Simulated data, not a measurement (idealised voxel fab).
The following process module bears the name voxel lift off.
For reference, the cross-section in this document is cut, with width 270 nm and square cells of 5 nm.
Each cross-section below is a grid of square cells, stated as bands in top-down order, with one or more rows of cells making up each band.
Band entry format. Leading values: height of top, height of bottom, nm. Remainder: materials in left-to-right order, each with its width in nm. Special words: "everywhere" on a single material, which then fills the band edge to edge; "empty", empty space.
Heights are reckoned from 0. Under this level, the received wafer is all of one material. The bottommost band is open-ended downward, for example "0..down".
Graded width ("30..40"): value in top row of band = first number; value in bottom row = second number; row-to-row change constant.
You'll sometimes find "remains unaltered" written for a step, and that's the way of saying that nowhere in the cross-section did a cell change during that step.
"Completely sealed voids" lists enclosed empty spaces (at least 8 cells, no open path upward to the top), each as width x height at distance from the left edge, in nm.
Anything after a step's settings on that line? It's the simulator's own note about the step.
For masked steps, "overlay nm" on the step line gives how far right of plan the mask actually lay; a minus sign means it lay to the left.
Process steps - plan:
1) RECEIVE with material Si
2) CONFORMAL_DEP with material SiO2, thk nm 5
3) PATTERN with tone open, mask id LINES, material resist, width nm 15, pitch nm 45, thk nm 30, overlay nm 0
4) DIRECTIONAL_DEP with material Ru, thk nm 15
5) STRIP with etch materials resist
6) CONFORMAL_DEP with material SiCN, thk nm 5
So, the first of our two wafers, run just as we planned it:
Incoming wafer, cross-sectional view, post step 1:
- 0..down: Si everywhere
- Completely sealed voids: none
After step 2: wafer cross-section:
- 5..0: SiO2 everywhere
- Below 0 it's all the same as before, nothing changed down there.
After step 3: wafer cross-section:
- 35..5: 80 resist | 15 empty | 30 resist | 15 empty | 30 resist | 15 empty | 85 resist
- Below 5 it's all the same as before, nothing changed down there.
After step 4: wafer cross-section:
- 50..35: 80 Ru | 15 empty | 30 Ru | 15 empty | 30 Ru | 15 empty | 85 Ru
- 35..20: 80 resist | 15 empty | 30 resist | 15 empty | 30 resist | 15 empty | 85 resist
- 20..5: 80 resist | 15 Ru | 30 resist | 15 Ru | 30 resist | 15 Ru | 85 resist
- Below 5 it's all the same as before, nothing changed down there.
After step 5: wafer cross-section:
- 20..5: 80 empty | 15 Ru | 30 empty | 15 Ru | 30 empty | 15 Ru | 85 empty
- Below 5 it's all the same as before, nothing changed down there.
After step 6: wafer cross-section:
- 25..20: 75 empty | 25 SiCN | 20 empty | 25 SiCN | 20 empty | 25 SiCN | 80 empty
- 20..10: 75 empty | 5 SiCN | 15 Ru | 5 SiCN | 20 empty | 5 SiCN | 15 Ru | 5 SiCN | 20 empty | 5 SiCN | 15 Ru | 5 SiCN | 80 empty
- 10..5: 80 SiCN | 15 Ru | 30 SiCN | 15 Ru | 30 SiCN | 15 Ru | 85 SiCN
- Below 5 it's all the same as before, nothing changed down there.
Here the second wafer is described. Its start and its plan were those of the first wafer. Its run contained one mistake. Up to and including step 2, it did exactly what the first wafer did:
Second wafer cross-section, taken as of the time the plan sets for step 3 to be done:
- 35..5: 75 resist | 25 empty | 20 resist | 25 empty | 20 resist | 25 empty | 80 resist
- Below 5 it's all the same as before, nothing changed down there.
Second wafer cross-section, taken as of the time the plan sets for step 4 to be done:
- 50..35: 75 Ru | 25 empty | 20 Ru | 25 empty | 20 Ru | 25 empty | 80 Ru
- 35..20: 75 resist | 25 empty | 20 resist | 25 empty | 20 resist | 25 empty | 80 resist
- 20..5: 75 resist | 25 Ru | 20 resist | 25 Ru | 20 resist | 25 Ru | 80 resist
- Below 5 it's all the same as before, nothing changed down there.
Second wafer cross-section, taken as of the time the plan sets for step 5 to be done:
- 20..5: 75 empty | 25 Ru | 20 empty | 25 Ru | 20 empty | 25 Ru | 80 empty
- Below 5 it's all the same as before, nothing changed down there.
Second wafer cross-section, taken as of the time the plan sets for step 6 to be done:
- 25..20: 70 empty | 35 SiCN | 10 empty | 35 SiCN | 10 empty | 35 SiCN | 75 empty
- 20..10: 70 empty | 5 SiCN | 25 Ru | 5 SiCN | 10 empty | 5 SiCN | 25 Ru | 5 SiCN | 10 empty | 5 SiCN | 25 Ru | 5 SiCN | 75 empty
- 10..5: 75 SiCN | 25 Ru | 20 SiCN | 25 Ru | 20 SiCN | 25 Ru | 80 SiCN
- Below 5 it's all the same as before, nothing changed down there.
Finding, execution versus plan: note that step 3 departed from the planned setting and was carried out as PATTERN with tone open, mask id LINES, material resist, width nm 25, pitch nm 45, thk nm 30, overlay nm 0
End check, counted in cells, second wafer has more or fewer of these materials than the first: Ru: 18 more
